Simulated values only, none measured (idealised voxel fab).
The following is a process module called voxel transistor to metal.
Displayed cross-section: cut, width of 205 nm, square cells sized 5 nm.
Think of the cross-section as a grid of square cells. We describe it in bands, top to bottom, and each band covers one or more rows of those cells. Heads up on the band format: heights come first, top then bottom, in nm. After that it's the materials left to right, each with its width in nm. A single material flagged "throughout" fills the whole band edge to edge, and "air" means there's empty space there. A quick word on heights: they are counted from 0, and under that level the wafer as it came to us is one material throughout. The lowest band is different from the rest in having no bottom; it simply continues downward, written as in "0 down". The notation "30->40" denotes a width that varies across the rows of cells in the band, beginning at the first number in the top row, finishing at the second number in the bottom row, and changing by an identical amount from each row to the next. Given "remained the same" for a step, no cell of the cross-section differs between before and after that step. Under "Trapped cavities" you'll find the enclosed gaps, the ones with no way out to the top, that are 8 cells or bigger; each reads width x height at distance, with distance counted from the left edge, everything in nm. Whatever follows a step's settings on its line is a remark the simulator itself makes about that step. overlay nm: where the mask lay relative to plan, measured to the right, on steps with a mask; negatives go left.
Planned process steps:
1. RECEIVE | material Si
2. CONFORMAL_DEP | material SiO2 | thk nm 5
3. CONFORMAL_DEP | material SiN | thk nm 15
4. DIRECTIONAL_DEP | material aC | thk nm 15
5. PATTERN | tone cover | mask id ACTIVE | material resist | width nm 105 | thk nm 30 | overlay nm 0
6. DIRECTIONAL_ETCH | etch materials aC | depth nm 15
7. STRIP | etch materials resist
8. DIRECTIONAL_ETCH | etch materials SiN | depth nm 15
9. DIRECTIONAL_ETCH | etch materials SiO2 | depth nm 5
10. DIRECTIONAL_ETCH | etch materials Si | depth nm 35
11. STRIP | etch materials aC
12. FILL_DEP | material SiO2 | thk nm 15
13. CMP | height nm 20
14. SELECTIVE_ETCH | etch materials SiO2 | depth nm 15
15. STRIP | etch materials SiN
16. SELECTIVE_ETCH | etch materials SiO2 | depth nm 5
17. OXIDIZE | depth nm 5
18. DIRECTIONAL_DEP | material polySi | thk nm 20
19. DIRECTIONAL_DEP | material SiCN | thk nm 10
20. MASKED_ETCH | tone cover | mask id GATE | width nm 25 | etch materials SiCN | depth nm 20 | overlay nm 0
21. MASKED_ETCH | tone cover | mask id GATE | width nm 25 | etch materials polySi | depth nm 30 | overlay nm 0
22. CONFORMAL_DEP | material SiO2 | thk nm 5
23. DIRECTIONAL_ETCH | etch materials SiO2 | depth nm 5
24. CONFORMAL_DEP | material SiN | thk nm 10
25. DIRECTIONAL_ETCH | etch materials SiN | depth nm 10
26. DIRECTIONAL_ETCH | etch materials SiO2 | depth nm 5
27. DIRECTIONAL_ETCH | etch materials Si | depth nm 15
28. EPI | material nSi | thk nm 15
29. FILL_DEP | material SiO2 | thk nm 5
30. CMP | height nm 30
31. DIRECTIONAL_DEP | material SiO2 | thk nm 15
32. PATTERN | tone open | mask id CONTACT | material resist | width nm 25 | pitch nm 60 | thk nm 20 | overlay nm 0
33. DIRECTIONAL_ETCH | etch materials SiO2 | depth nm 35
34. STRIP | etch materials resist
35. CONFORMAL_DEP | material TiN | thk nm 5
36. FILL_DEP | material Ru | thk nm 5
37. CMP | height nm 45
38. DIRECTIONAL_DEP | material TiN | thk nm 5
39. DIRECTIONAL_DEP | material Ru | thk nm 20
40. PATTERN | tone cover | mask id METAL_1 | material resist | width nm 15 | pitch nm 70 | thk nm 20 | overlay nm 0
41. DIRECTIONAL_ETCH | etch materials Ru | depth nm 20
42. DIRECTIONAL_ETCH | etch materials TiN | depth nm 5
43. STRIP | etch materials resist
44. CONFORMAL_DEP | material SiN | thk nm 5
45. FILL_DEP | material SiO2 | thk nm 5
46. CMP | height nm 70
47. CONFORMAL_DEP | material SiN | thk nm 5
Cross-section of the wafer at receipt, which is the condition after step 1:
> 0 down = Si throughout
> Trapped cavities: none
Final cross-section, module run with one mistake (start and plan as above):
> 75 to 70 = SiN throughout
> 70 to 50 = SiO2 55 nm / SiN 5 nm / Ru 15 nm / SiN 5 nm / SiO2 45 nm / SiN 5 nm / Ru 15 nm / SiN 5 nm / SiO2 55 nm
> 50 to 45 = SiN 60 nm / TiN 15 nm / SiN 55 nm / TiN 15 nm / SiN 60 nm
> 45 to 35 = SiO2 60 nm / TiN 5 nm / Ru 15 nm / TiN 5 nm / SiO2 35 nm / TiN 5 nm / Ru 15 nm / TiN 5 nm / SiO2 60 nm
> 35 to 30 = SiO2 60 nm / TiN 5 nm / Ru 5 nm / TiN 15 nm / SiO2 35 nm / TiN 15 nm / Ru 5 nm / TiN 5 nm / SiO2 60 nm
> 30 to 20 = SiO2 60 nm / TiN 5 nm / Ru 5 nm / TiN 5 nm / SiN 10 nm / SiO2 5 nm / SiCN 25 nm / SiO2 5 nm / SiN 10 nm / TiN 5 nm / Ru 5 nm / TiN 5 nm / SiO2 60 nm
> 20 to 15 = SiO2 60 nm / TiN 5 nm / Ru 5 nm / TiN 5 nm / SiN 10 nm / SiO2 5 nm / polySi 25 nm / SiO2 5 nm / SiN 10 nm / TiN 5 nm / Ru 5 nm / TiN 5 nm / SiO2 60 nm
> 15 to 10 = SiO2 60 nm / TiN 15 nm / SiN 10 nm / SiO2 5 nm / polySi 25 nm / SiO2 5 nm / SiN 10 nm / TiN 15 nm / SiO2 60 nm
> 10 to 0 = SiO2 60 nm / nSi 15 nm / SiN 10 nm / SiO2 5 nm / polySi 25 nm / SiO2 5 nm / SiN 10 nm / nSi 15 nm / SiO2 60 nm
> 0 to -5 = SiO2 60 nm / nSi 15 nm / SiO2 55 nm / nSi 15 nm / SiO2 60 nm
> -5 to -20 = SiO2 45 nm / nSi 30 nm / Si 55 nm / nSi 30 nm / SiO2 45 nm
> -20 to -35 = SiO2 45 nm / Si 115 nm / SiO2 45 nm
> -35 down = Si throughout
> Trapped cavities: none
Diagnosis: so step 5 ended up running with a different setting than we planned, it ran as PATTERN | tone cover | mask id ACTIVE | material resist | width nm 115 | thk nm 30 | overlay nm 0
